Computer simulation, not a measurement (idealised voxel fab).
Process module heading - voxel plated lines
Displayed cross-section: cut, width of 265 nm, square cells sized 5 nm.
Cross-section spec: square-cell grid; bands listed top down; each band is one or more rows. It is stipulated that each band's entry specify, in nanometres, the height of the top of the band and then that of its bottom, followed by the materials of the band in left-to-right sequence, each together with its width in nanometres. A single material marked by the word "throughout" is understood to fill the band from edge to edge; the word "blank" is understood to denote empty space. All heights in this document are referenced to 0, defined as the level beneath which the wafer, as received, consists entirely of one material. The lowest band is not bounded below; it extends indefinitely downward and is written in the form "0 and below". When a width is written as two numbers, as in "30->40", the first number is the width in the top row of cells of the band and the second is the width in its bottom row, and the width changes by the same amount from each row to the next. "no change occurred" (step): cross-section cells unchanged, all of them. The list in "Closed void listing" covers empty spaces of 8 cells or more that cannot reach the top through any open way, and it gives each as width x height at distance; the distance is from the left edge, and width, height and distance are in nm. Text after the settings on a step's line: the simulator's own remark on that step. overlay nm, on a step with a mask: how far to the right of its planned place the mask lay; to the left if negative.

The process steps that were planned are listed below
- 1: RECEIVE | material Si
- 2: CONFORMAL_DEP | material SiO2 | thk nm 5
- 3: DIRECTIONAL_DEP | material TiN | thk nm 5
- 4: PATTERN | tone open | mask id LINES | material resist | width nm 25 | pitch nm 55 | thk nm 20 | overlay nm 0
- 5: EPI | material Ru | thk nm 10
- 6: STRIP | etch materials resist
- 7: DIRECTIONAL_ETCH | etch materials TiN | depth nm 5
- 8: CONFORMAL_DEP | material SiCN | thk nm 5

Wafer at receipt (post step 1), cross-section
* 0 and below | Si throughout
* Closed void listing: none

The plan above was carried out on the starting structure above with one mistake, and this cross-section shows the wafer at the end of the module
* 35 down to 30 | 60 nm blank, 35 nm SiCN, 20 nm blank, 35 nm SiCN, 20 nm blank, 35 nm SiCN, 60 nm blank
* 30 down to 20 | 60 nm blank, 5 nm SiCN, 25 nm Ru, 5 nm SiCN, 20 nm blank, 5 nm SiCN, 25 nm Ru, 5 nm SiCN, 20 nm blank, 5 nm SiCN, 25 nm Ru, 5 nm SiCN, 60 nm blank
* 20 down to 15 | 65 nm SiCN, 25 nm TiN, 30 nm SiCN, 25 nm TiN, 30 nm SiCN, 25 nm TiN, 65 nm SiCN
* 15 down to 0 | SiO2 throughout
* 0 and below | Si throughout
* Closed void listing: none
Against the plan, the run slipped here: step 2 went in with a setting other than planned; the actual run was CONFORMAL_DEP | material SiO2 | thk nm 15
